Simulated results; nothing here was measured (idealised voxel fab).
Module name: voxel self aligned contacts (process module)
Each square cell in cross-section cut measures 5 nm, and the section as a whole is 240 nm wide.
The cross-sections in this document take the form of a grid made of square cells. They are written out as bands, in order from top to bottom. Each band consists of one or more rows of cells. A band entry consists of two parts. The first gives the height of the band's top and the height of its bottom, in nm. The rest lists the band's materials from left to right, each with its width in nm. A single material labelled with the word "all across" fills the band from edge to edge, and the word "empty" marks empty space. Heads up on the height convention: 0 is the point under which the incoming wafer is all one material, and the lowest band has no bottom, it just keeps going down, like "top 0, no bottom". Graded width ("30..40"): value in top row of band = first number; value in bottom row = second number; row-to-row change constant. The cross-section has no changed cell in any step marked "same as before". In "Enclosed internal voids" the enclosed voids are listed, meaning empty spaces of 8 cells or larger without any opening to the top. The form is width x height at distance, distance from the left edge, units nm. Past the settings on a step's line: simulator remark, on that step. The line of a step may include "overlay nm". On a step with a mask, this value is how far to the right of its planned place the mask lay. A negative value means the mask lay to the left.

Process steps (planned)
step 1: RECEIVE | material Si
step 2: OXIDIZE | depth nm 5
step 3: DIRECTIONAL_DEP | material polySi | thk nm 20
step 4: DIRECTIONAL_DEP | material SiN | thk nm 15
step 5: PATTERN | tone cover | mask id GATE | material resist | width nm 30 | pitch nm 60 | thk nm 20 | overlay nm 0
step 6: DIRECTIONAL_ETCH | etch materials SiN | depth nm 15
step 7: DIRECTIONAL_ETCH | etch materials polySi | depth nm 20
step 8: STRIP | etch materials resist
step 9: CONFORMAL_DEP | material SiN | thk nm 5
step 10: DIRECTIONAL_ETCH | etch materials SiN | depth nm 5
step 11: FILL_DEP | material SiO2 | thk nm 15
step 12: CMP | height nm 40
step 13: PATTERN | tone open | mask id CONTACT | material resist | width nm 30 | thk nm 15 | overlay nm 0
step 14: DIRECTIONAL_ETCH | etch materials SiO2 | depth nm 45
step 15: STRIP | etch materials resist
step 16: CONFORMAL_DEP | material TiN | thk nm 5
step 17: FILL_DEP | material Ru | thk nm 5
step 18: CMP | height nm 40
step 19: CONFORMAL_DEP | material SiCN | thk nm 5
The wafers in this document start out alike and differ in the width nm applied at step 13; the plan shows the value used for the first wafer.

Cut through the first of several wafers as received, post step 1
- top 0, no bottom = Si all across
- Enclosed internal voids: none

Note: the following table is arranged by wafer, a row apiece. Each row reports the end-of-module state: per material, cells gained (+) or cells lost (-) compared with the wafer as received; closed voids follow
width nm 30; +16 Ru; -48 Si; +48 SiCN; +64 SiN; +282 SiO2; +22 TiN; +48 polySi; Enclosed internal voids: none
width nm 35; +16 Ru; -48 Si; +48 SiCN; +64 SiN; +281 SiO2; +23 TiN; +48 polySi; Enclosed internal voids: none
width nm 40; +16 Ru; -48 Si; +48 SiCN; +64 SiN; +280 SiO2; +24 TiN; +48 polySi; Enclosed internal voids: none
width nm 45; +16 Ru; -48 Si; +48 SiCN; +64 SiN; +279 SiO2; +25 TiN; +48 polySi; Enclosed internal voids: none
width nm 50; +16 Ru; -48 Si; +48 SiCN; +64 SiN; +278 SiO2; +26 TiN; +48 polySi; Enclosed internal voids: none
width nm 55; +16 Ru; -48 Si; +48 SiCN; +64 SiN; +277 SiO2; +27 TiN; +48 polySi; Enclosed internal voids: none
